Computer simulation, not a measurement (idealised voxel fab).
process module | voxel spacer lines
cross-section cut | 250 nm wide | cells 5 nm
A cross-section is a grid of square cells, given in bands from the top down. A band is one or more rows of cells.
Each band's line starts with the height of the band's top and of its bottom, in nm. Then come its materials from left to right, each with its width in nm. One material with "throughout" fills the band from edge to edge. "air" is empty space.
Height 0 is the level under which the wafer as received is all one material. The lowest band goes on downwards, as in "0 down".
A width such as "30 to 40" changes by the same amount from each row of cells to the next, from the band's top row to its bottom row.
"no change" after a step means that no cell of the cross-section changed.
closed voids: empty space of 8 cells or more with no open way to the top, each as width x height at its distance from the left edge, in nm
after a step's settings: what the simulator itself notes on the step
overlay nm, on a step with a mask: how far to the right of its planned place the mask lay; to the left if negative
plan
1 op RECEIVE | material Si
2 op CONFORMAL_DEP | material Al2O3 | thk nm 10
3 op DIRECTIONAL_DEP | material polySi | thk nm 15
4 op DIRECTIONAL_DEP | material aC | thk nm 30
5 op PATTERN | tone cover | mask id MANDREL | material resist | width nm 20 | pitch nm 70 | thk nm 40 | overlay nm 0
6 op DIRECTIONAL_ETCH | etch materials aC | depth nm 30
7 op STRIP | etch materials resist
8 op CONFORMAL_DEP | material SiN | thk nm 15
9 op DIRECTIONAL_ETCH | etch materials SiN | depth nm 15
10 op STRIP | etch materials aC
11 op DIRECTIONAL_ETCH | etch materials polySi | depth nm 15
12 op STRIP | etch materials SiN
13 op FILL_DEP | material SiO2 | thk nm 5
14 op CMP | height nm 25
first wafer, as planned
as received, after step 1
  0 down: Si throughout
  closed voids: none
after step 2
  10 to 0: Al2O3 throughout
  below 0: unchanged
after step 3
  25 to 10: polySi throughout
  below 10: unchanged
after step 4
  55 to 25: aC throughout
  below 25: unchanged
after step 5
  95 to 55: air 80 | resist 20 | air 50 | resist 20 | air 80
  below 55: unchanged
after step 6
  65 to 55: air 80 | resist 20 | air 50 | resist 20 | air 80
  55 to 25: air 80 | aC 20 | air 50 | aC 20 | air 80
  below 25: unchanged
after step 7
  55 to 25: air 80 | aC 20 | air 50 | aC 20 | air 80
  below 25: unchanged
after step 8
  70 to 55: air 65 | SiN 50 | air 20 | SiN 50 | air 65
  55 to 40: air 65 | SiN 15 | aC 20 | SiN 15 | air 20 | SiN 15 | aC 20 | SiN 15 | air 65
  40 to 25: SiN 80 | aC 20 | SiN 50 | aC 20 | SiN 80
  below 25: unchanged
after step 9
  55 to 25: air 65 | SiN 15 | aC 20 | SiN 15 | air 20 | SiN 15 | aC 20 | SiN 15 | air 65
  below 25: unchanged
after step 10
  55 to 25: air 65 | SiN 15 | air 20 | SiN 15 | air 20 | SiN 15 | air 20 | SiN 15 | air 65
  below 25: unchanged
after step 11
  55 to 25: air 65 | SiN 15 | air 20 | SiN 15 | air 20 | SiN 15 | air 20 | SiN 15 | air 65
  25 to 10: air 65 | polySi 15 | air 20 | polySi 15 | air 20 | polySi 15 | air 20 | polySi 15 | air 65
  below 10: unchanged
after step 12
  25 to 10: air 65 | polySi 15 | air 20 | polySi 15 | air 20 | polySi 15 | air 20 | polySi 15 | air 65
  below 10: unchanged
after step 13
  30 to 25: SiO2 throughout
  25 to 10: SiO2 65 | polySi 15 | SiO2 20 | polySi 15 | SiO2 20 | polySi 15 | SiO2 20 | polySi 15 | SiO2 65
  below 10: unchanged
after step 14
  25 to 10: SiO2 65 | polySi 15 | SiO2 20 | polySi 15 | SiO2 20 | polySi 15 | SiO2 20 | polySi 15 | SiO2 65
  below 10: unchanged
second wafer: like start, like plan, one mistake. Through step 4 it matches the first wafer
when step 5 should have ended
  95 to 55: air 85 | resist 15 | air 55 | resist 15 | air 80
  below 55: unchanged
when step 6 should have ended
  65 to 55: air 85 | resist 15 | air 55 | resist 15 | air 80
  55 to 25: air 85 | aC 15 | air 55 | aC 15 | air 80
  below 25: unchanged
when step 7 should have ended
  55 to 25: air 85 | aC 15 | air 55 | aC 15 | air 80
  below 25: unchanged
when step 8 should have ended
  70 to 55: air 70 | SiN 45 | air 25 | SiN 45 | air 65
  55 to 40: air 70 | SiN 15 | aC 15 | SiN 15 | air 25 | SiN 15 | aC 15 | SiN 15 | air 65
  40 to 25: SiN 85 | aC 15 | SiN 55 | aC 15 | SiN 80
  below 25: unchanged
when step 9 should have ended
  55 to 25: air 70 | SiN 15 | aC 15 | SiN 15 | air 25 | SiN 15 | aC 15 | SiN 15 | air 65
  below 25: unchanged
when step 10 should have ended
  55 to 25: air 70 | SiN 15 | air 15 | SiN 15 | air 25 | SiN 15 | air 15 | SiN 15 | air 65
  below 25: unchanged
when step 11 should have ended
  55 to 25: air 70 | SiN 15 | air 15 | SiN 15 | air 25 | SiN 15 | air 15 | SiN 15 | air 65
  25 to 10: air 70 | polySi 15 | air 15 | polySi 15 | air 25 | polySi 15 | air 15 | polySi 15 | air 65
  below 10: unchanged
when step 12 should have ended
  25 to 10: air 70 | polySi 15 | air 15 | polySi 15 | air 25 | polySi 15 | air 15 | polySi 15 | air 65
  below 10: unchanged
when step 13 should have ended
  30 to 25: SiO2 throughout
  25 to 10: SiO2 70 | polySi 15 | SiO2 15 | polySi 15 | SiO2 25 | polySi 15 | SiO2 15 | polySi 15 | SiO2 65
  below 10: unchanged
when step 14 should have ended
  25 to 10: SiO2 70 | polySi 15 | SiO2 15 | polySi 15 | SiO2 25 | polySi 15 | SiO2 15 | polySi 15 | SiO2 65
  below 10: unchanged
what went wrong: step 5 ran as: op PATTERN | tone cover | mask id MANDREL | material resist | width nm 15 | pitch nm 70 | thk nm 40 | overlay nm 0
at the end the second wafer has, in cells: as many of each material as the first, in other places
